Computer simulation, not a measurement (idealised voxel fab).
The process module presented herein is designated voxel double patterning.
Section shown: cut. Width: 240 nm. Cell size: 5 nm, square.
In what follows, cross-sections appear as grids of square cells, described through bands that run from the top down, where every band is one or more rows of cells.
Top, bottom (nm), then materials left to right with widths (nm); lone material tagged "throughout" fills the whole band edge to edge; "blank" = empty space.
Convention: height 0 is the level below which the wafer, as received, is all one material. The lowest band does not terminate at the bottom but continues downward, represented as "from 0 down".
A two-number width, for instance "30->40", indicates that the width is equal to the first number in the top row of the band and to the second number in the bottom row, and that it changes by a constant amount per row of cells.
For the purposes of this document, the phrase "all unchanged" attached to a step denotes that no cell within the cross-section was modified by that step.
Empty spaces without an open route to the top, at least 8 cells in extent, make up the entry "Catalogued sealed voids"; each is given as width x height at distance, where the distance is measured from the left edge, and all are in nm.
The remark found on a step's line after its settings is issued by the simulator itself and pertains to that step.
The line of a step may include "overlay nm". On a step with a mask, this value is how far to the right of its planned place the mask lay. A negative value means the mask lay to the left.

Set out below are the planned steps of the process:
| 1 | RECEIVE, material Si |
| 2 | CONFORMAL_DEP, material SiO2, thk nm 5 |
| 3 | DIRECTIONAL_DEP, material TiN, thk nm 20 |
| 4 | DIRECTIONAL_DEP, material SiCN, thk nm 10 |
| 5 | DIRECTIONAL_DEP, material aC, thk nm 10 |
| 6 | PATTERN, tone open, mask id FIRST, material resist, width nm 15, pitch nm 50, thk nm 25, overlay nm 0 |
| 7 | DIRECTIONAL_ETCH, etch materials aC, depth nm 10 |
| 8 | STRIP, etch materials resist |
| 9 | DIRECTIONAL_ETCH, etch materials SiCN, depth nm 10 |
| 10 | STRIP, etch materials aC |
| 11 | PATTERN, tone open, mask id SECOND, material resist, width nm 15, pitch nm 50, thk nm 20, overlay nm 0 |
| 12 | DIRECTIONAL_ETCH, etch materials SiCN, depth nm 10 |
| 13 | STRIP, etch materials resist |
| 14 | DIRECTIONAL_ETCH, etch materials TiN, depth nm 20 |
| 15 | STRIP, etch materials SiCN |

Run as planned: first of two wafers:

Received-state cross-section, reflecting completion of step 1:
from 0 down: Si throughout
Catalogued sealed voids: none

The wafer in cross-section once step 2 is complete:
from 5 to 0: SiO2 throughout
below 0: unchanged

The wafer in cross-section once step 3 is complete:
from 25 to 5: TiN throughout
below 5: unchanged

The wafer in cross-section once step 4 is complete:
from 35 to 25: SiCN throughout
below 25: unchanged

The wafer in cross-section once step 5 is complete:
from 45 to 35: aC throughout
below 35: unchanged

The wafer in cross-section once step 6 is complete:
from 70 to 45: resist (60) / blank (15) / resist (35) / blank (15) / resist (35) / blank (15) / resist (65)
below 45: unchanged

The wafer in cross-section once step 7 is complete:
from 60 to 45: resist (60) / blank (15) / resist (35) / blank (15) / resist (35) / blank (15) / resist (65)
from 45 to 35: aC (60) / blank (15) / aC (35) / blank (15) / aC (35) / blank (15) / aC (65)
below 35: unchanged

The wafer in cross-section once step 8 is complete:
from 45 to 35: aC (60) / blank (15) / aC (35) / blank (15) / aC (35) / blank (15) / aC (65)
below 35: unchanged

The wafer in cross-section once step 9 is complete:
from 45 to 35: aC (60) / blank (15) / aC (35) / blank (15) / aC (35) / blank (15) / aC (65)
from 35 to 25: SiCN (60) / blank (15) / SiCN (35) / blank (15) / SiCN (35) / blank (15) / SiCN (65)
below 25: unchanged

The wafer in cross-section once step 10 is complete:
from 35 to 25: SiCN (60) / blank (15) / SiCN (35) / blank (15) / SiCN (35) / blank (15) / SiCN (65)
below 25: unchanged

The wafer in cross-section once step 11 is complete:
from 55 to 35: resist (85) / blank (15) / resist (35) / blank (15) / resist (90)
from 35 to 25: SiCN (60) / resist (15) / SiCN (35) / resist (15) / SiCN (35) / resist (15) / SiCN (65)
below 25: unchanged

The wafer in cross-section once step 12 is complete:
from 55 to 35: resist (85) / blank (15) / resist (35) / blank (15) / resist (90)
from 35 to 25: SiCN (60) / resist (15) / SiCN (10) / blank (15) / SiCN (10) / resist (15) / SiCN (10) / blank (15) / SiCN (10) / resist (15) / SiCN (65)
below 25: unchanged

The wafer in cross-section once step 13 is complete:
from 35 to 25: SiCN (60) / blank (15) / SiCN (10) / blank (15) / SiCN (10) / blank (15) / SiCN (10) / blank (15) / SiCN (10) / blank (15) / SiCN (65)
below 25: unchanged

The wafer in cross-section once step 14 is complete:
from 35 to 25: SiCN (60) / blank (15) / SiCN (10) / blank (15) / SiCN (10) / blank (15) / SiCN (10) / blank (15) / SiCN (10) / blank (15) / SiCN (65)
from 25 to 5: TiN (60) / blank (15) / TiN (10) / blank (15) / TiN (10) / blank (15) / TiN (10) / blank (15) / TiN (10) / blank (15) / TiN (65)
below 5: unchanged

The wafer in cross-section once step 15 is complete:
from 25 to 5: TiN (60) / blank (15) / TiN (10) / blank (15) / TiN (10) / blank (15) / TiN (10) / blank (15) / TiN (10) / blank (15) / TiN (65)
below 5: unchanged

The second wafer: identical to the first at the outset and in its planned sequence, differing only in that one mistake was made during processing; up to and including step 2, its path is the first wafer's path:

Second wafer, sectioned view, at step 3's planned end time:
from 30 to 5: TiN throughout
below 5: unchanged

Second wafer, sectioned view, at step 4's planned end time:
from 40 to 30: SiCN throughout
below 30: unchanged

Second wafer, sectioned view, at step 5's planned end time:
from 50 to 40: aC throughout
below 40: unchanged

Second wafer, sectioned view, at step 6's planned end time:
from 75 to 50: resist (60) / blank (15) / resist (35) / blank (15) / resist (35) / blank (15) / resist (65)
below 50: unchanged

Second wafer, sectioned view, at step 7's planned end time:
from 65 to 50: resist (60) / blank (15) / resist (35) / blank (15) / resist (35) / blank (15) / resist (65)
from 50 to 40: aC (60) / blank (15) / aC (35) / blank (15) / aC (35) / blank (15) / aC (65)
below 40: unchanged

Second wafer, sectioned view, at step 8's planned end time:
from 50 to 40: aC (60) / blank (15) / aC (35) / blank (15) / aC (35) / blank (15) / aC (65)
below 40: unchanged

Second wafer, sectioned view, at step 9's planned end time:
from 50 to 40: aC (60) / blank (15) / aC (35) / blank (15) / aC (35) / blank (15) / aC (65)
from 40 to 30: SiCN (60) / blank (15) / SiCN (35) / blank (15) / SiCN (35) / blank (15) / SiCN (65)
below 30: unchanged

Second wafer, sectioned view, at step 10's planned end time:
from 40 to 30: SiCN (60) / blank (15) / SiCN (35) / blank (15) / SiCN (35) / blank (15) / SiCN (65)
below 30: unchanged

Second wafer, sectioned view, at step 11's planned end time:
from 60 to 40: resist (85) / blank (15) / resist (35) / blank (15) / resist (90)
from 40 to 30: SiCN (60) / resist (15) / SiCN (35) / resist (15) / SiCN (35) / resist (15) / SiCN (65)
below 30: unchanged

Second wafer, sectioned view, at step 12's planned end time:
from 60 to 40: resist (85) / blank (15) / resist (35) / blank (15) / resist (90)
from 40 to 30: SiCN (60) / resist (15) / SiCN (10) / blank (15) / SiCN (10) / resist (15) / SiCN (10) / blank (15) / SiCN (10) / resist (15) / SiCN (65)
below 30: unchanged

Second wafer, sectioned view, at step 13's planned end time:
from 40 to 30: SiCN (60) / blank (15) / SiCN (10) / blank (15) / SiCN (10) / blank (15) / SiCN (10) / blank (15) / SiCN (10) / blank (15) / SiCN (65)
below 30: unchanged

Second wafer, sectioned view, at step 14's planned end time:
from 40 to 30: SiCN (60) / blank (15) / SiCN (10) / blank (15) / SiCN (10) / blank (15) / SiCN (10) / blank (15) / SiCN (10) / blank (15) / SiCN (65)
from 30 to 10: TiN (60) / blank (15) / TiN (10) / blank (15) / TiN (10) / blank (15) / TiN (10) / blank (15) / TiN (10) / blank (15) / TiN (65)
below 10: unchanged

Second wafer, sectioned view, at step 15's planned end time:
from 30 to 10: TiN (60) / blank (15) / TiN (10) / blank (15) / TiN (10) / blank (15) / TiN (10) / blank (15) / TiN (10) / blank (15) / TiN (65)
below 10: unchanged
what went wrong: step 3 was not run as planned; what actually ran was DIRECTIONAL_DEP, material TiN, thk nm 25
Final comparison by cell count, materials where the second wafer has more or fewer than the first: TiN +48
